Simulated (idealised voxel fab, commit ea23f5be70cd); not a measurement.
process module | voxel air gaps
cross-section cut | 240 nm wide | cells 5 nm
A cross-section is a grid of square cells, given in bands from the top down. A band is one or more rows of cells.
Each band's line starts with the height of the band's top and of its bottom, in nm. Then come its materials from left to right, each with its width in nm. One material with "throughout" fills the band from edge to edge. "air" is empty space.
Height 0 is the level under which the wafer as received is all one material. The lowest band goes on downwards, as in "0 down".
A width such as "30 to 40" changes by the same amount from each row of cells to the next, from the band's top row to its bottom row.
"no change" after a step means that no cell of the cross-section changed.
closed voids: empty space of 8 cells or more with no open way to the top, each as width x height at its distance from the left edge, in nm
after a step's settings: what the simulator itself notes on the step
overlay nm, on a step with a mask: how far to the right of its planned place the mask lay; to the left if negative
plan
1 op RECEIVE | material Si
2 op CONFORMAL_DEP | material SiO2 | thk nm 10
3 op CONFORMAL_DEP | material SiCN | thk nm 5
4 op DIRECTIONAL_DEP | material SiO2 | thk nm 40
5 op MASKED_ETCH | tone open | mask id LINES | width nm 15 | pitch nm 45 | etch materials SiO2 | depth nm 40 | overlay nm -15
6 op CONFORMAL_DEP | material TiN | thk nm 5
7 op FILL_DEP | material Cu | thk nm 10
8 op CMP | height nm 55
9 op EPI | material Ru | thk nm 10
10 op SELECTIVE_ETCH | etch materials SiO2 | depth nm 50
11 op CONFORMAL_DEP | material SiCN | thk nm 5
varied across the wafers: overlay nm of step 5. The plan shows the first wafer's value. All wafers start alike
first wafer as received, after step 1
  0 down: Si throughout
  closed voids: none
first wafer at the end, after step 11
  70 to 65: air 15 | SiCN 180 | air 45
  65 to 55: air 15 | SiCN 5 | Ru 35 | SiCN 10 | Ru 35 | SiCN 10 | Ru 35 | SiCN 10 | Ru 35 | SiCN 5 | air 45
  55 to 50: air 15 | SiCN 15 | TiN 5 | Cu 5 | TiN 5 | SiCN 30 | TiN 5 | Cu 5 | TiN 5 | SiCN 30 | TiN 5 | Cu 5 | TiN 5 | SiCN 30 | TiN 5 | Cu 5 | TiN 5 | SiCN 15 | air 45
  50 to 20: air 25 | SiCN 5 | TiN 5 | Cu 5 | TiN 5 | SiCN 5 | air 20 | SiCN 5 | TiN 5 | Cu 5 | TiN 5 | SiCN 5 | air 20 | SiCN 5 | TiN 5 | Cu 5 | TiN 5 | SiCN 5 | air 20 | SiCN 5 | TiN 5 | Cu 5 | TiN 5 | SiCN 5 | air 55
  20 to 15: SiCN 30 | TiN 15 | SiCN 30 | TiN 15 | SiCN 30 | TiN 15 | SiCN 30 | TiN 15 | SiCN 60
  15 to 10: SiCN throughout
  10 to 0: SiO2 throughout
  0 down: Si throughout
  closed voids: 20 x 30 at 50; 20 x 30 at 95; 20 x 30 at 140
last wafer at the end
  70 to 65: air 45 | SiCN 180 | air 15
  65 to 55: air 45 | SiCN 5 | Ru 35 | SiCN 10 | Ru 35 | SiCN 10 | Ru 35 | SiCN 10 | Ru 35 | SiCN 5 | air 15
  55 to 50: air 45 | SiCN 15 | TiN 5 | Cu 5 | TiN 5 | SiCN 30 | TiN 5 | Cu 5 | TiN 5 | SiCN 30 | TiN 5 | Cu 5 | TiN 5 | SiCN 30 | TiN 5 | Cu 5 | TiN 5 | SiCN 15 | air 15
  50 to 20: air 55 | SiCN 5 | TiN 5 | Cu 5 | TiN 5 | SiCN 5 | air 20 | SiCN 5 | TiN 5 | Cu 5 | TiN 5 | SiCN 5 | air 20 | SiCN 5 | TiN 5 | Cu 5 | TiN 5 | SiCN 5 | air 20 | SiCN 5 | TiN 5 | Cu 5 | TiN 5 | SiCN 5 | air 25
  20 to 15: SiCN 60 | TiN 15 | SiCN 30 | TiN 15 | SiCN 30 | TiN 15 | SiCN 30 | TiN 15 | SiCN 30
  15 to 10: SiCN throughout
  10 to 0: SiO2 throughout
  0 down: Si throughout
  closed voids: 20 x 30 at 80; 20 x 30 at 125; 20 x 30 at 170
each wafer at the end: cells of each material gained (+) or lost (-) since it was received, then its closed voids
overlay nm -15 | +28 Cu | +56 Ru | +208 SiCN | +96 SiO2 | +68 TiN | closed voids: 20 x 30 at 50; 20 x 30 at 95; 20 x 30 at 140
overlay nm -10 | +28 Cu | +56 Ru | +208 SiCN | +96 SiO2 | +68 TiN | closed voids: 20 x 30 at 55; 20 x 30 at 100; 20 x 30 at 145
overlay nm -5 | +28 Cu | +56 Ru | +208 SiCN | +96 SiO2 | +68 TiN | closed voids: 20 x 30 at 60; 20 x 30 at 105; 20 x 30 at 150
overlay nm 0 | +28 Cu | +56 Ru | +208 SiCN | +96 SiO2 | +68 TiN | closed voids: 20 x 30 at 65; 20 x 30 at 110; 20 x 30 at 155
overlay nm 5 | +28 Cu | +56 Ru | +208 SiCN | +96 SiO2 | +68 TiN | closed voids: 20 x 30 at 70; 20 x 30 at 115; 20 x 30 at 160
overlay nm 10 | +28 Cu | +56 Ru | +208 SiCN | +96 SiO2 | +68 TiN | closed voids: 20 x 30 at 75; 20 x 30 at 120; 20 x 30 at 165
overlay nm 15 | +28 Cu | +56 Ru | +208 SiCN | +96 SiO2 | +68 TiN | closed voids: 20 x 30 at 80; 20 x 30 at 125; 20 x 30 at 170
